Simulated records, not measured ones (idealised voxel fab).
The process module presented herein is designated voxel tone inversion.
Square cells of 5 nm make up the cross-section cut, whose width is 250 nm.
How to read a cross-section here: the picture is a grid of square cells, written as bands going from the top down, and any band can span one or more rows of cells.
Within each band entry, the heights of the top and of the bottom of the band appear first, in that order and in nm; the materials of the band then follow from left to right, each with its corresponding width in nm. The designation "everywhere" on a single material indicates that it fills the band from edge to edge; the designation "air" indicates empty space.
The level at which height equals 0 is the one under which the wafer, as it arrives, is entirely one material. No lower edge exists for the bottom band, which continues downward and is notated as in "top 0, no bottom".
Width "30->40": first value at the band's top row of cells, second value at its bottom row, equal change from row to row.
"no alteration", as given for a step, is the statement that not any cell of the cross-section underwent a change during that step.
Enclosed void entries: empty space of 8 cells or more with no open way to the top, each as width x height at its distance from the left edge, in nm
Whatever follows a step's settings on its line is a remark the simulator itself makes about that step.
What "overlay nm" on a step's line means: if the step has a mask, that mask lay this far to the right of its planned place, or, when the value is negative, to the left.
Steps planned for the process:
1 RECEIVE with material Si
2 CONFORMAL_DEP with material SiN, thk nm 5
3 DIRECTIONAL_DEP with material aC, thk nm 20
4 PATTERN with tone cover, mask id POSTS, material resist, width nm 20, pitch nm 45, thk nm 30, overlay nm 0
5 DIRECTIONAL_ETCH with etch materials aC, depth nm 20
6 STRIP with etch materials resist
7 FILL_DEP with material SiO2, thk nm 5
8 CMP with height nm 25
9 STRIP with etch materials aC
10 CONFORMAL_DEP with material TiN, thk nm 5
11 FILL_DEP with material W, thk nm 5
12 CMP with height nm 25
13 CONFORMAL_DEP with material SiCN, thk nm 5
First wafer out of two, processed as planned:
As received (post step 1): cross-section:
> top 0, no bottom = Si everywhere
> Enclosed void entries: none
Cross-section of the wafer subsequent to step 2:
> top 5, bottom 0 = SiN everywhere
> All layers under 0 are left as they were.
Cross-section of the wafer subsequent to step 3:
> top 25, bottom 5 = aC everywhere
> All layers under 5 are left as they were.
Cross-section of the wafer subsequent to step 4:
> top 55, bottom 25 = 90 nm air; 20 nm resist; 25 nm air; 20 nm resist; 95 nm air
> All layers under 25 are left as they were.
Cross-section of the wafer subsequent to step 5:
> top 35, bottom 25 = 90 nm air; 20 nm resist; 25 nm air; 20 nm resist; 95 nm air
> top 25, bottom 5 = 90 nm air; 20 nm aC; 25 nm air; 20 nm aC; 95 nm air
> All layers under 5 are left as they were.
Cross-section of the wafer subsequent to step 6:
> top 25, bottom 5 = 90 nm air; 20 nm aC; 25 nm air; 20 nm aC; 95 nm air
> All layers under 5 are left as they were.
Cross-section of the wafer subsequent to step 7:
> top 30, bottom 25 = SiO2 everywhere
> top 25, bottom 5 = 90 nm SiO2; 20 nm aC; 25 nm SiO2; 20 nm aC; 95 nm SiO2
> All layers under 5 are left as they were.
Cross-section of the wafer subsequent to step 8:
> top 25, bottom 5 = 90 nm SiO2; 20 nm aC; 25 nm SiO2; 20 nm aC; 95 nm SiO2
> All layers under 5 are left as they were.
Cross-section of the wafer subsequent to step 9:
> top 25, bottom 5 = 90 nm SiO2; 20 nm air; 25 nm SiO2; 20 nm air; 95 nm SiO2
> All layers under 5 are left as they were.
Cross-section of the wafer subsequent to step 10:
> top 30, bottom 25 = 95 nm TiN; 10 nm air; 35 nm TiN; 10 nm air; 100 nm TiN
> top 25, bottom 10 = 90 nm SiO2; 5 nm TiN; 10 nm air; 5 nm TiN; 25 nm SiO2; 5 nm TiN; 10 nm air; 5 nm TiN; 95 nm SiO2
> top 10, bottom 5 = 90 nm SiO2; 20 nm TiN; 25 nm SiO2; 20 nm TiN; 95 nm SiO2
> All layers under 5 are left as they were.
Cross-section of the wafer subsequent to step 11:
> top 35, bottom 30 = W everywhere
> top 30, bottom 25 = 95 nm TiN; 10 nm W; 35 nm TiN; 10 nm W; 100 nm TiN
> top 25, bottom 10 = 90 nm SiO2; 5 nm TiN; 10 nm W; 5 nm TiN; 25 nm SiO2; 5 nm TiN; 10 nm W; 5 nm TiN; 95 nm SiO2
> All layers under 10 are left as they were.
Cross-section of the wafer subsequent to step 12:
> top 25, bottom 10 = 90 nm SiO2; 5 nm TiN; 10 nm W; 5 nm TiN; 25 nm SiO2; 5 nm TiN; 10 nm W; 5 nm TiN; 95 nm SiO2
> All layers under 10 are left as they were.
Cross-section of the wafer subsequent to step 13:
> top 30, bottom 25 = SiCN everywhere
> All layers under 25 are left as they were.
Second wafer - shared start and plan with the first - one error in running - same as the first up to step 3 inclusive:
Second wafer shown in cross-section at the time step 4 was slated to end:
> top 55, bottom 25 = 95 nm air; 15 nm resist; 30 nm air; 15 nm resist; 95 nm air
> All layers under 25 are left as they were.
Second wafer shown in cross-section at the time step 5 was slated to end:
> top 35, bottom 25 = 95 nm air; 15 nm resist; 30 nm air; 15 nm resist; 95 nm air
> top 25, bottom 5 = 95 nm air; 15 nm aC; 30 nm air; 15 nm aC; 95 nm air
> All layers under 5 are left as they were.
Second wafer shown in cross-section at the time step 6 was slated to end:
> top 25, bottom 5 = 95 nm air; 15 nm aC; 30 nm air; 15 nm aC; 95 nm air
> All layers under 5 are left as they were.
Second wafer shown in cross-section at the time step 7 was slated to end:
> top 30, bottom 25 = SiO2 everywhere
> top 25, bottom 5 = 95 nm SiO2; 15 nm aC; 30 nm SiO2; 15 nm aC; 95 nm SiO2
> All layers under 5 are left as they were.
Second wafer shown in cross-section at the time step 8 was slated to end:
> top 25, bottom 5 = 95 nm SiO2; 15 nm aC; 30 nm SiO2; 15 nm aC; 95 nm SiO2
> All layers under 5 are left as they were.
Second wafer shown in cross-section at the time step 9 was slated to end:
> top 25, bottom 5 = 95 nm SiO2; 15 nm air; 30 nm SiO2; 15 nm air; 95 nm SiO2
> All layers under 5 are left as they were.
Second wafer shown in cross-section at the time step 10 was slated to end:
> top 30, bottom 25 = 100 nm TiN; 5 nm air; 40 nm TiN; 5 nm air; 100 nm TiN
> top 25, bottom 10 = 95 nm SiO2; 5 nm TiN; 5 nm air; 5 nm TiN; 30 nm SiO2; 5 nm TiN; 5 nm air; 5 nm TiN; 95 nm SiO2
> top 10, bottom 5 = 95 nm SiO2; 15 nm TiN; 30 nm SiO2; 15 nm TiN; 95 nm SiO2
> All layers under 5 are left as they were.
Second wafer shown in cross-section at the time step 11 was slated to end:
> top 35, bottom 30 = W everywhere
> top 30, bottom 25 = 100 nm TiN; 5 nm W; 40 nm TiN; 5 nm W; 100 nm TiN
> top 25, bottom 10 = 95 nm SiO2; 5 nm TiN; 5 nm W; 5 nm TiN; 30 nm SiO2; 5 nm TiN; 5 nm W; 5 nm TiN; 95 nm SiO2
> All layers under 10 are left as they were.
Second wafer shown in cross-section at the time step 12 was slated to end:
> top 25, bottom 10 = 95 nm SiO2; 5 nm TiN; 5 nm W; 5 nm TiN; 30 nm SiO2; 5 nm TiN; 5 nm W; 5 nm TiN; 95 nm SiO2
> All layers under 10 are left as they were.
Second wafer shown in cross-section at the time step 13 was slated to end:
> top 30, bottom 25 = SiCN everywhere
> All layers under 25 are left as they were.
It is concluded that the wafer was processed incorrectly with respect to the plan, in that step 4 ran with different settings than intended, the actual operation and settings being PATTERN with tone cover, mask id POSTS, material resist, width nm 15, pitch nm 45, thk nm 30, overlay nm 0
The final cell counts differ between the wafers, with the second having more or fewer of some materials than the first: SiO2 +8; TiN -2; W -6
